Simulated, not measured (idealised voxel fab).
process module | voxel plated lines
cross-section cut | 170 nm wide | cells 5 nm
A cross-section is a grid of square cells, given in bands from the top down. A band is one or more rows of cells.
Each band's line starts with the height of the band's top and of its bottom, in nm. Then come its materials from left to right, each with its width in nm. One material with "throughout" fills the band from edge to edge. "air" is empty space.
Height 0 is the level under which the wafer as received is all one material. The lowest band goes on downwards, as in "0 down".
A width such as "30 to 40" changes by the same amount from each row of cells to the next, from the band's top row to its bottom row.
"no change" after a step means that no cell of the cross-section changed.
closed voids: empty space of 8 cells or more with no open way to the top, each as width x height at its distance from the left edge, in nm
after a step's settings: what the simulator itself notes on the step
overlay nm, on a step with a mask: how far to the right of its planned place the mask lay; to the left if negative
plan
1 op RECEIVE | material Si
2 op CONFORMAL_DEP | material SiN | thk nm 5
3 op DIRECTIONAL_DEP | material TiN | thk nm 5
4 op PATTERN | tone open | mask id LINES | material resist | width nm 25 | pitch nm 40 | thk nm 25 | overlay nm 0
5 op EPI | material Ru | thk nm 5
6 op EPI | material Ru | thk nm 5
7 op STRIP | etch materials resist
8 op DIRECTIONAL_ETCH | etch materials TiN | depth nm 5
9 op CONFORMAL_DEP | material SiO2 | thk nm 5
first wafer, as planned
as received, after step 1
  0 down: Si throughout
  closed voids: none
after step 2
  5 to 0: SiN throughout
  below 0: unchanged
after step 3
  10 to 5: TiN throughout
  below 5: unchanged
after step 4
  35 to 10: resist 50 | air 25 | resist 15 | air 25 | resist 55
  below 10: unchanged
after step 5
  35 to 15: resist 50 | air 25 | resist 15 | air 25 | resist 55
  15 to 10: resist 50 | Ru 25 | resist 15 | Ru 25 | resist 55
  below 10: unchanged
after step 6
  35 to 20: resist 50 | air 25 | resist 15 | air 25 | resist 55
  20 to 10: resist 50 | Ru 25 | resist 15 | Ru 25 | resist 55
  below 10: unchanged
after step 7
  20 to 10: air 50 | Ru 25 | air 15 | Ru 25 | air 55
  below 10: unchanged
after step 8
  20 to 10: air 50 | Ru 25 | air 15 | Ru 25 | air 55
  10 to 5: air 50 | TiN 25 | air 15 | TiN 25 | air 55
  below 5: unchanged
after step 9
  25 to 20: air 45 | SiO2 35 | air 5 | SiO2 35 | air 50
  20 to 10: air 45 | SiO2 5 | Ru 25 | SiO2 5 | air 5 | SiO2 5 | Ru 25 | SiO2 5 | air 50
  10 to 5: SiO2 50 | TiN 25 | SiO2 15 | TiN 25 | SiO2 55
  below 5: unchanged
second wafer: like start, like plan, one mistake. Through step 8 it matches the first wafer
when step 9 should have ended
  25 to 10: air 45 | Ru 35 | air 5 | Ru 35 | air 50
  10 to 5: Ru 50 | TiN 25 | Ru 15 | TiN 25 | Ru 55
  below 5: unchanged
what went wrong: step 9 ran as: op CONFORMAL_DEP | material Ru | thk nm 5
at the end the second wafer has, in cells: 46 more of Ru | 46 fewer of SiO2
